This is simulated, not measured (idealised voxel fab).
process module | voxel self aligned contacts
cross-section cut | 205 nm wide | cells 5 nm
A cross-section is a grid of square cells, given in bands from the top down. A band is one or more rows of cells.
Each band's line starts with the height of the band's top and of its bottom, in nm. Then come its materials from left to right, each with its width in nm. One material with "throughout" fills the band from edge to edge. "air" is empty space.
Height 0 is the level under which the wafer as received is all one material. The lowest band goes on downwards, as in "0 down".
A width such as "30 to 40" changes by the same amount from each row of cells to the next, from the band's top row to its bottom row.
"no change" after a step means that no cell of the cross-section changed.
closed voids: empty space of 8 cells or more with no open way to the top, each as width x height at its distance from the left edge, in nm
after a step's settings: what the simulator itself notes on the step
overlay nm, on a step with a mask: how far to the right of its planned place the mask lay; to the left if negative
plan
1 op RECEIVE | material Si
2 op CONFORMAL_DEP | material SiO2 | thk nm 5
3 op DIRECTIONAL_DEP | material polySi | thk nm 20
4 op DIRECTIONAL_DEP | material SiN | thk nm 20
5 op MASKED_ETCH | tone cover | mask id GATE | width nm 25 | pitch nm 50 | etch materials SiN | depth nm 20 | overlay nm 0
6 op MASKED_ETCH | tone cover | mask id GATE | width nm 25 | pitch nm 50 | etch materials polySi | depth nm 20 | overlay nm 0
7 op CONFORMAL_DEP | material SiN | thk nm 5
8 op DIRECTIONAL_ETCH | etch materials SiN | depth nm 5
9 op FILL_DEP | material SiO2 | thk nm 15
10 op CMP | height nm 50
11 op PATTERN | tone open | mask id CONTACT | material resist | width nm 35 | pitch nm 50 | thk nm 15 | overlay nm 0
12 op DIRECTIONAL_ETCH | etch materials SiO2 | depth nm 50
13 op STRIP | etch materials resist
14 op CONFORMAL_DEP | material TiN | thk nm 5
15 op FILL_DEP | material W | thk nm 10
16 op CMP | height nm 50
17 op CONFORMAL_DEP | material SiCN | thk nm 5
as received, after step 1
  0 down: Si throughout
  closed voids: none
first wafer at the end, as planned
  55 to 50: SiCN throughout
  50 to 45: SiO2 60 | TiN 15 | W 5 | TiN 15 | SiO2 15 | TiN 15 | W 5 | TiN 15 | SiO2 60
  45 to 25: SiO2 35 | SiN 35 | TiN 5 | W 5 | TiN 5 | SiN 35 | TiN 5 | W 5 | TiN 5 | SiN 35 | SiO2 35
  25 to 5: SiO2 35 | SiN 5 | polySi 25 | SiN 5 | TiN 5 | W 5 | TiN 5 | SiN 5 | polySi 25 | SiN 5 | TiN 5 | W 5 | TiN 5 | SiN 5 | polySi 25 | SiN 5 | SiO2 35
  5 to 0: SiO2 70 | TiN 15 | SiO2 35 | TiN 15 | SiO2 70
  0 down: Si throughout
  closed voids: none
second wafer at the end: like start, like plan, one mistake
  55 to 50: SiCN throughout
  50 to 45: SiO2 35 | SiN 35 | TiN 15 | SiN 35 | TiN 15 | SiN 35 | SiO2 35
  45 to 25: SiN throughout
  25 to 5: polySi throughout
  5 to 0: SiO2 throughout
  0 down: Si throughout
  closed voids: none
what went wrong: step 4 was run twice
at the end the second wafer has, in cells: 77 more of SiN | 119 fewer of SiO2 | 44 fewer of TiN | 18 fewer of W | 104 more of polySi
